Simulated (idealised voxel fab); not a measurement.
Process module under the name voxel spacer lines
The figure presents cross-section cut, which has a width of 175 nm and is divided into square cells with an edge length of 5 nm.
A cross-section in this document is a grid of square cells, and it is written down as bands, the top band listed before the ones below it; a band is made up of one or more rows of cells.
Quick guide to a band line: top height, bottom height (nm) up front; then every material left to right with its width in nm. Only one material and it's marked "full width"? Then it fills the band edge to edge. And "empty" just means empty space.
Below 0: as-received wafer, all one material; heights counted from there. Lowest band: no bottom, goes on down, written "0 down".
So if you see something like "30->40" for the width, read it as the top row of the band sitting at the first number and the bottom row at the second, with every row in between moving by the same amount as the last.
A step reported as "no alterations made" is a step in which no cell of the cross-section changed.
"Entrapped voids" contains a list of empty spaces, each no smaller than 8 cells and without an open way to the top, written in the form width x height at distance with the distance from the left edge and all three in nm.
Formally, on a step line, whatever follows the settings is a remark that the simulator itself makes on the step.
Each step line may optionally specify "overlay nm", which for a step with a mask gives the rightward distance between the mask's planned place and where it lay, a negative value indicating the leftward direction.
List of planned process steps:
- 1: RECEIVE,material Si
- 2: CONFORMAL_DEP,material Al2O3,thk nm 5
- 3: DIRECTIONAL_DEP,material TiN,thk nm 20
- 4: DIRECTIONAL_DEP,material aC,thk nm 30
- 5: PATTERN,tone cover,mask id MANDREL,material resist,width nm 20,pitch nm 60,thk nm 40,overlay nm 0
- 6: DIRECTIONAL_ETCH,etch materials aC,depth nm 30
- 7: STRIP,etch materials resist
- 8: CONFORMAL_DEP,material SiO2,thk nm 10
- 9: DIRECTIONAL_ETCH,etch materials SiO2,depth nm 10
- 10: STRIP,etch materials aC
- 11: DIRECTIONAL_ETCH,etch materials TiN,depth nm 20
- 12: STRIP,etch materials SiO2
Wafer at receipt (post step 1), cross-section:
* 0 down  Si full width
* Entrapped voids: none
End-of-module cross-section of the first of two wafers, processed as planned:
* 25 to 5  empty: 5 / TiN: 10 / empty: 20 / TiN: 10 / empty: 20 / TiN: 10 / empty: 20 / TiN: 10 / empty: 20 / TiN: 10 / empty: 20 / TiN: 10 / empty: 10
* 5 to 0  Al2O3 full width
* 0 down  Si full width
* Entrapped voids: none
Cross-section, second wafer: same start as the first, same plan as the first, one mistake in running it; taken at the end of the module:
* 65 to 55  empty: 5 / Al2O3: 40 / empty: 20 / Al2O3: 40 / empty: 20 / Al2O3: 40 / empty: 10
* 55 to 35  empty: 5 / Al2O3: 10 / aC: 20 / Al2O3: 10 / empty: 20 / Al2O3: 10 / aC: 20 / Al2O3: 10 / empty: 20 / Al2O3: 10 / aC: 20 / Al2O3: 10 / empty: 10
* 35 to 25  Al2O3: 15 / aC: 20 / Al2O3: 40 / aC: 20 / Al2O3: 40 / aC: 20 / Al2O3: 20
* 25 to 5  TiN full width
* 5 to 0  Al2O3 full width
* 0 down  Si full width
* Entrapped voids: none
Short version of what went wrong: step 8 did not happen as planned, as run it was CONFORMAL_DEP,material Al2O3,thk nm 10
Wrapping up, a cell-based count of both wafers puts the second over or under the first for these materials: Al2O3 +142; TiN +92; aC +72
